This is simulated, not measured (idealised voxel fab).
The following process module bears the name voxel gate over fins.
Section cut is 150 nm wide and gridded with 5 nm square cells.
Each cross-section below is a grid of square cells, stated as bands in top-down order, with one or more rows of cells making up each band. Top height, bottom height, nm. Materials left to right, width each, nm. Single material + "all across" = fills band edge to edge. "blank" = empty. Counting heights begins at 0, where everything beneath is, in the wafer as received, one material. The lowest band has no bottom; it goes on downwards, as "z 0 and below" shows. With a width like "30->40", each row of cells in the band differs from the next by the same amount, the top row carrying the first number and the bottom row the second. A step reported as "nothing different" is a step in which no cell of the cross-section changed. If an empty space has no open way to the top and is at least 8 cells in size, "Sealed cavities" lists it, written width x height at distance, where distance is measured from the left edge and every value is in nm. If you see something after the settings on a step's line, that's the simulator's own remark about that step. "overlay nm" denotes, for a step that has a mask, the displacement of the mask to the right of its planned place, with negative values corresponding to the left. Pairs follow: section before one process step, section after it down to the lowest changed band, step with settings underneath. Pairs may come from different runs of this module on the same starting wafer; continuity with the pair above only as stated in the "Before the step" entry.
## Before the step
	z 0 and below  Si all across
	Sealed cavities: none
## Post-Process View
	z 5 to 0  SiN all across
	Note: structure below 0 unchanged.
	Sealed cavities: none
Step, before to after (see cross-sections above): CONFORMAL_DEP, material SiN, thk nm 5
Before the step: the wafer arrives at this step looking as the after cross-section in the pair just above shows it.
## Post-Process View
	z 5 to 0  blank=25, then SiN=15, then blank=25, then SiN=15, then blank=25, then SiN=15, then blank=30
	Note: structure below 0 unchanged.
	Sealed cavities: none
Step, before to after (see cross-sections above): MASKED_ETCH, tone cover, mask id FINS, width nm 15, pitch nm 40, etch materials SiN, depth nm 5, overlay nm 0
Before the step: the wafer arrives at this step looking as the after cross-section in the pair just above shows it.
## Post-Process View
	z 5 to 0  blank=25, then SiN=15, then blank=25, then SiN=15, then blank=25, then SiN=15, then blank=30
	z 0 to -40  blank=25, then Si=15, then blank=25, then Si=15, then blank=25, then Si=15, then blank=30
	Note: structure below -40 unchanged.
	Sealed cavities: none
Step, before to after (see cross-sections above): MASKED_ETCH, tone cover, mask id FINS, width nm 15, pitch nm 40, etch materials Si, depth nm 40, overlay nm 0
Before the step: the wafer arrives at this step looking as the after cross-section in the pair just above shows it.
## Post-Process View
	z 15 to 5  SiO2 all across
	z 5 to 0  SiO2=25, then SiN=15, then SiO2=25, then SiN=15, then SiO2=25, then SiN=15, then SiO2=30
	z 0 to -40  SiO2=25, then Si=15, then SiO2=25, then Si=15, then SiO2=25, then Si=15, then SiO2=30
	Note: structure below -40 unchanged.
	Sealed cavities: none
Step, before to after (see cross-sections above): FILL_DEP, material SiO2, thk nm 10
Before the step: the wafer arrives at this step looking as the after cross-section in the pair just above shows it.
## Post-Process View
	z 5 to 0  SiO2=25, then SiN=15, then SiO2=25, then SiN=15, then SiO2=25, then SiN=15, then SiO2=30
	Note: structure below 0 unchanged.
	Sealed cavities: none
Step, before to after (see cross-sections above): CMP, height nm 5
Before the step: the wafer arrives at this step looking as the after cross-section in the pair just above shows it.
## Post-Process View
	z 5 to 0  blank=25, then SiN=15, then blank=25, then SiN=15, then blank=25, then SiN=15, then blank=30
	z 0 to -10  blank=25, then Si=15, then blank=25, then Si=15, then blank=25, then Si=15, then blank=30
	Note: structure below -10 unchanged.
	Sealed cavities: none
Step, before to after (see cross-sections above): SELECTIVE_ETCH, etch materials SiO2, depth nm 15
Before the step: the wafer arrives at this step looking as the after cross-section in the pair just above shows it.
## Post-Process View
	z 0 to -10  blank=25, then Si=15, then blank=25, then Si=15, then blank=25, then Si=15, then blank=30
	Note: structure below -10 unchanged.
	Sealed cavities: none
Step, before to after (see cross-sections above): STRIP, etch materials SiN
Before the step: the wafer arrives at this step looking as the after cross-section in the pair just above shows it.
## Post-Process View
	z 5 to 0  blank=20, then HfO2=25, then blank=15, then HfO2=25, then blank=15, then HfO2=25, then blank=25
	z 0 to -5  blank=20, then HfO2=5, then Si=15, then HfO2=5, then blank=15, then HfO2=5, then Si=15, then HfO2=5, then blank=15, then HfO2=5, then Si=15, then HfO2=5, then blank=25
	z -5 to -10  HfO2=25, then Si=15, then HfO2=25, then Si=15, then HfO2=25, then Si=15, then HfO2=30
	Note: structure below -10 unchanged.
	Sealed cavities: none
Step, before to after (see cross-sections above): CONFORMAL_DEP, material HfO2, thk nm 5
Before the step: the wafer arrives at this step looking as the after cross-section in the pair just above shows it.
## Post-Process View
	z 10 to 5  blank=15, then TiN=35, then blank=5, then TiN=35, then blank=5, then TiN=35, then blank=20
	z 5 to 0  blank=15, then TiN=5, then HfO2=25, then TiN=5, then blank=5, then TiN=5, then HfO2=25, then TiN=5, then blank=5, then TiN=5, then HfO2=25, then TiN=5, then blank=20
	z 0 to -5  TiN=20, then HfO2=5, then Si=15, then HfO2=5, then TiN=15, then HfO2=5, then Si=15, then HfO2=5, then TiN=15, then HfO2=5, then Si=15, then HfO2=5, then TiN=25
	Note: structure below -5 unchanged.
	Sealed cavities: none
Step, before to after (see cross-sections above): CONFORMAL_DEP, material TiN, thk nm 5
Before the step: the wafer arrives at this step looking as the after cross-section in the pair just above shows it.
## Post-Process View
	z 25 to 10  W all across
	z 10 to 5  W=15, then TiN=35, then W=5, then TiN=35, then W=5, then TiN=35, then W=20
	z 5 to 0  W=15, then TiN=5, then HfO2=25, then TiN=5, then W=5, then TiN=5, then HfO2=25, then TiN=5, then W=5, then TiN=5, then HfO2=25, then TiN=5, then W=20
	Note: structure below 0 unchanged.
	Sealed cavities: none
Step, before to after (see cross-sections above): FILL_DEP, material W, thk nm 15
Before the step: the wafer arrives at this step looking as the after cross-section in the pair just above shows it.
## Post-Process View
	z 20 to 10  W all across
	Note: structure below 10 unchanged.
	Sealed cavities: none
Step, before to after (see cross-sections above): CMP, height nm 20
Before the step: the wafer arrives at this step looking as the after cross-section in the pair just above shows it.
## Post-Process View
	z 25 to 20  SiN all across
	Note: structure below 20 unchanged.
	Sealed cavities: none
Step, before to after (see cross-sections above): CONFORMAL_DEP, material SiN, thk nm 5
## Before the step
	z 0 to -10  blank=25, then Si=15, then blank=25, then Si=15, then blank=25, then Si=15, then blank=30
	z -10 to -40  SiO2=25, then Si=15, then SiO2=25, then Si=15, then SiO2=25, then Si=15, then SiO2=30
	z -40 and below  Si all across
	Sealed cavities: none
## Post-Process View
	z 5 to 0  blank=20, then TiN=25, then blank=15, then TiN=25, then blank=15, then TiN=25, then blank=25
	z 0 to -5  blank=20, then TiN=5, then Si=15, then TiN=5, then blank=15, then TiN=5, then Si=15, then TiN=5, then blank=15, then TiN=5, then Si=15, then TiN=5, then blank=25
	z -5 to -10  TiN=25, then Si=15, then TiN=25, then Si=15, then TiN=25, then Si=15, then TiN=30
	Note: structure below -10 unchanged.
	Sealed cavities: none
Step, before to after (see cross-sections above): CONFORMAL_DEP, material TiN, thk nm 5
Before the step: the wafer arrives at this step looking as the after cross-section in the pair just above shows it.
## Post-Process View
	z 20 to 5  W all across
	z 5 to 0  W=20, then TiN=25, then W=15, then TiN=25, then W=15, then TiN=25, then W=25
	z 0 to -5  W=20, then TiN=5, then Si=15, then TiN=5, then W=15, then TiN=5, then Si=15, then TiN=5, then W=15, then TiN=5, then Si=15, then TiN=5, then W=25
	Note: structure below -5 unchanged.
	Sealed cavities: none
Step, before to after (see cross-sections above): FILL_DEP, material W, thk nm 15
Before the step: the wafer arrives at this step looking as the after cross-section in the pair just above shows it.
## Post-Process View
	z 25 to 20  SiN all across
	Note: structure below 20 unchanged.
	Sealed cavities: none
Step, before to after (see cross-sections above): CONFORMAL_DEP, material SiN, thk nm 5
## Before the step
	z 5 to 0  blank=25, then SiN=15, then blank=25, then SiN=15, then blank=25, then SiN=15, then blank=30
	z 0 to -10  blank=25, then Si=15, then blank=25, then Si=15, then blank=25, then Si=15, then blank=30
	z -10 to -40  SiO2=25, then Si=15, then SiO2=25, then Si=15, then SiO2=25, then Si=15, then SiO2=30
	z -40 and below  Si all across
	Sealed cavities: none
## Post-Process View
	z 5 to 0  blank=25, then SiN=15, then blank=25, then SiN=15, then blank=25, then SiN=15, then blank=30
	z 0 to -25  blank=25, then Si=15, then blank=25, then Si=15, then blank=25, then Si=15, then blank=30
	Note: structure below -25 unchanged.
	Sealed cavities: none
Step, before to after (see cross-sections above): SELECTIVE_ETCH, etch materials SiO2, depth nm 15
Before the step: the wafer arrives at this step looking as the after cross-section in the pair just above shows it.
## Post-Process View
	z 0 to -25  blank=25, then Si=15, then blank=25, then Si=15, then blank=25, then Si=15, then blank=30
	Note: structure below -25 unchanged.
	Sealed cavities: none
Step, before to after (see cross-sections above): STRIP, etch materials SiN
Before the step: the wafer arrives at this step looking as the after cross-section in the pair just above shows it.
## Post-Process View
	z 5 to 0  blank=20, then HfO2=25, then blank=15, then HfO2=25, then blank=15, then HfO2=25, then blank=25
	z 0 to -20  blank=20, then HfO2=5, then Si=15, then HfO2=5, then blank=15, then HfO2=5, then Si=15, then HfO2=5, then blank=15, then HfO2=5, then Si=15, then HfO2=5, then blank=25
	z -20 to -25  HfO2=25, then Si=15, then HfO2=25, then Si=15, then HfO2=25, then Si=15, then HfO2=30
	Note: structure below -25 unchanged.
	Sealed cavities: none
Step, before to after (see cross-sections above): CONFORMAL_DEP, material HfO2, thk nm 5
Before the step: the wafer arrives at this step looking as the after cross-section in the pair just above shows it.
## Post-Process View
	z 10 to 5  blank=15, then TiN=35, then blank=5, then TiN=35, then blank=5, then TiN=35, then blank=20
	z 5 to 0  blank=15, then TiN=5, then HfO2=25, then TiN=5, then blank=5, then TiN=5, then HfO2=25, then TiN=5, then blank=5, then TiN=5, then HfO2=25, then TiN=5, then blank=20
	z 0 to -15  blank=15, then TiN=5, then HfO2=5, then Si=15, then HfO2=5, then TiN=5, then blank=5, then TiN=5, then HfO2=5, then Si=15, then HfO2=5, then TiN=5, then blank=5, then TiN=5, then HfO2=5, then Si=15, then HfO2=5, then TiN=5, then blank=20
	z -15 to -20  TiN=20, then HfO2=5, then Si=15, then HfO2=5, then TiN=15, then HfO2=5, then Si=15, then HfO2=5, then TiN=15, then HfO2=5, then Si=15, then HfO2=5, then TiN=25
	Note: structure below -20 unchanged.
	Sealed cavities: none
Step, before to after (see cross-sections above): CONFORMAL_DEP, material TiN, thk nm 5
Before the step: the wafer arrives at this step looking as the after cross-section in the pair just above shows it.
## Post-Process View
	z 25 to 10  W all across
	z 10 to 5  W=15, then TiN=35, then W=5, then TiN=35, then W=5, then TiN=35, then W=20
	z 5 to 0  W=15, then TiN=5, then HfO2=25, then TiN=5, then W=5, then TiN=5, then HfO2=25, then TiN=5, then W=5, then TiN=5, then HfO2=25, then TiN=5, then W=20
	z 0 to -15  W=15, then TiN=5, then HfO2=5, then Si=15, then HfO2=5, then TiN=5, then W=5, then TiN=5, then HfO2=5, then Si=15, then HfO2=5, then TiN=5, then W=5, then TiN=5, then HfO2=5, then Si=15, then HfO2=5, then TiN=5, then W=20
	Note: structure below -15 unchanged.
	Sealed cavities: none
Step, before to after (see cross-sections above): FILL_DEP, material W, thk nm 15
Before the step: the wafer arrives at this step looking as the after cross-section in the pair just above shows it.
## Post-Process View
	z 20 to 10  W all across
	Note: structure below 10 unchanged.
	Sealed cavities: none
Step, before to after (see cross-sections above): CMP, height nm 20
Before the step: the wafer arrives at this step looking as the after cross-section in the pair just above shows it.
## Post-Process View
	z 25 to 20  SiN all across
	Note: structure below 20 unchanged.
	Sealed cavities: none
Step, before to after (see cross-sections above): CONFORMAL_DEP, material SiN, thk nm 5
## Before the step
	z 5 to 0  blank=20, then TiN=25, then blank=15, then TiN=25, then blank=15, then TiN=25, then blank=25
	z 0 to -5  blank=20, then TiN=5, then Si=15, then TiN=5, then blank=15, then TiN=5, then Si=15, then TiN=5, then blank=15, then TiN=5, then Si=15, then TiN=5, then blank=25
	z -5 to -10  TiN=25, then Si=15, then TiN=25, then Si=15, then TiN=25, then Si=15, then TiN=30
	z -10 to -40  SiO2=25, then Si=15, then SiO2=25, then Si=15, then SiO2=25, then Si=15, then SiO2=30
	z -40 and below  Si all across
	Sealed cavities: none
## Post-Process View
	z 10 to 5  blank=15, then HfO2=35, then blank=5, then HfO2=35, then blank=5, then HfO2=35, then blank=20
	z 5 to 0  blank=15, then HfO2=5, then TiN=25, then HfO2=5, then blank=5, then HfO2=5, then TiN=25, then HfO2=5, then blank=5, then HfO2=5, then TiN=25, then HfO2=5, then blank=20
	z 0 to -5  HfO2=20, then TiN=5, then Si=15, then TiN=5, then HfO2=15, then TiN=5, then Si=15, then TiN=5, then HfO2=15, then TiN=5, then Si=15, then TiN=5, then HfO2=25
	Note: structure below -5 unchanged.
	Sealed cavities: none
Step, before to after (see cross-sections above): CONFORMAL_DEP, material HfO2, thk nm 5
Before the step: the wafer arrives at this step looking as the after cross-section in the pair just above shows it.
## Post-Process View
	z 25 to 10  W all across
	z 10 to 5  W=15, then HfO2=35, then W=5, then HfO2=35, then W=5, then HfO2=35, then W=20
	z 5 to 0  W=15, then HfO2=5, then TiN=25, then HfO2=5, then W=5, then HfO2=5, then TiN=25, then HfO2=5, then W=5, then HfO2=5, then TiN=25, then HfO2=5, then W=20
	Note: structure below 0 unchanged.
	Sealed cavities: none
Step, before to after (see cross-sections above): FILL_DEP, material W, thk nm 15
Before the step: the wafer arrives at this step looking as the after cross-section in the pair just above shows it.
## Post-Process View
	z 20 to 10  W all across
	Note: structure below 10 unchanged.
	Sealed cavities: none
Step, before to after (see cross-sections above): CMP, height nm 20
Before the step: the wafer arrives at this step looking as the after cross-section in the pair just above shows it.
## Post-Process View
	z 25 to 20  SiN all across
	Note: structure below 20 unchanged.
	Sealed cavities: none
Step, before to after (see cross-sections above): CONFORMAL_DEP, material SiN, thk nm 5
## Before the step
	z 25 to 10  W all across
	z 10 to 5  W=15, then TiN=35, then W=5, then TiN=35, then W=5, then TiN=35, then W=20
	z 5 to 0  W=15, then TiN=5, then HfO2=25, then TiN=5, then W=5, then TiN=5, then HfO2=25, then TiN=5, then W=5, then TiN=5, then HfO2=25, then TiN=5, then W=20
	z 0 to -5  TiN=20, then HfO2=5, then Si=15, then HfO2=5, then TiN=15, then HfO2=5, then Si=15, then HfO2=5, then TiN=15, then HfO2=5, then Si=15, then HfO2=5, then TiN=25
	z -5 to -10  HfO2=25, then Si=15, then HfO2=25, then Si=15, then HfO2=25, then Si=15, then HfO2=30
	z -10 to -40  SiO2=25, then Si=15, then SiO2=25, then Si=15, then SiO2=25, then Si=15, then SiO2=30
	z -40 and below  Si all across
	Sealed cavities: none
## Post-Process View
	z 15 to 10  W all across
	Note: structure below 10 unchanged.
	Sealed cavities: none
Step, before to after (see cross-sections above): CMP, height nm 15
Before the step: the wafer arrives at this step looking as the after cross-section in the pair just above shows it.
## Post-Process View
	z 20 to 15  SiN all across
	Note: structure below 15 unchanged.
	Sealed cavities: none
Step, before to after (see cross-sections above): CONFORMAL_DEP, material SiN, thk nm 5
## Before the step
	z 0 to -10  blank=25, then Si=15, then blank=25, then Si=15, then blank=25, then Si=15, then blank=30
	z -10 to -40  SiO2=25, then Si=15, then SiO2=25, then Si=15, then SiO2=25, then Si=15, then SiO2=30
	z -40 and below  Si all across
	Sealed cavities: none
## Post-Process View
	z 5 to 0  blank=20, then SiN=25, then blank=15, then SiN=25, then blank=15, then SiN=25, then blank=25
	z 0 to -5  blank=20, then SiN=5, then Si=15, then SiN=5, then blank=15, then SiN=5, then Si=15, then SiN=5, then blank=15, then SiN=5, then Si=15, then SiN=5, then blank=25
	z -5 to -10  SiN=25, then Si=15, then SiN=25, then Si=15, then SiN=25, then Si=15, then SiN=30
	Note: structure below -10 unchanged.
	Sealed cavities: none
Step, before to after (see cross-sections above): CONFORMAL_DEP, material SiN, thk nm 5
Before the step: the wafer arrives at this step looking as the after cross-section in the pair just above shows it.
## Post-Process View
	z 10 to 5  blank=15, then TiN=35, then blank=5, then TiN=35, then blank=5, then TiN=35, then blank=20
	z 5 to 0  blank=15, then TiN=5, then SiN=25, then TiN=5, then blank=5, then TiN=5, then SiN=25, then TiN=5, then blank=5, then TiN=5, then SiN=25, then TiN=5, then blank=20
	z 0 to -5  TiN=20, then SiN=5, then Si=15, then SiN=5, then TiN=15, then SiN=5, then Si=15, then SiN=5, then TiN=15, then SiN=5, then Si=15, then SiN=5, then TiN=25
	Note: structure below -5 unchanged.
	Sealed cavities: none
Step, before to after (see cross-sections above): CONFORMAL_DEP, material TiN, thk nm 5
Before the step: the wafer arrives at this step looking as the after cross-section in the pair just above shows it.
## Post-Process View
	z 25 to 10  W all across
	z 10 to 5  W=15, then TiN=35, then W=5, then TiN=35, then W=5, then TiN=35, then W=20
	z 5 to 0  W=15, then TiN=5, then SiN=25, then TiN=5, then W=5, then TiN=5, then SiN=25, then TiN=5, then W=5, then TiN=5, then SiN=25, then TiN=5, then W=20
	Note: structure below 0 unchanged.
	Sealed cavities: none
Step, before to after (see cross-sections above): FILL_DEP, material W, thk nm 15
Before the step: the wafer arrives at this step looking as the after cross-section in the pair just above shows it.
## Post-Process View
	z 20 to 10  W all across
	Note: structure below 10 unchanged.
	Sealed cavities: none
Step, before to after (see cross-sections above): CMP, height nm 20
Before the step: the wafer arrives at this step looking as the after cross-section in the pair just above shows it.
## Post-Process View
	z 25 to 20  SiN all across
	Note: structure below 20 unchanged.
	Sealed cavities: none
Step, before to after (see cross-sections above): CONFORMAL_DEP, material SiN, thk nm 5
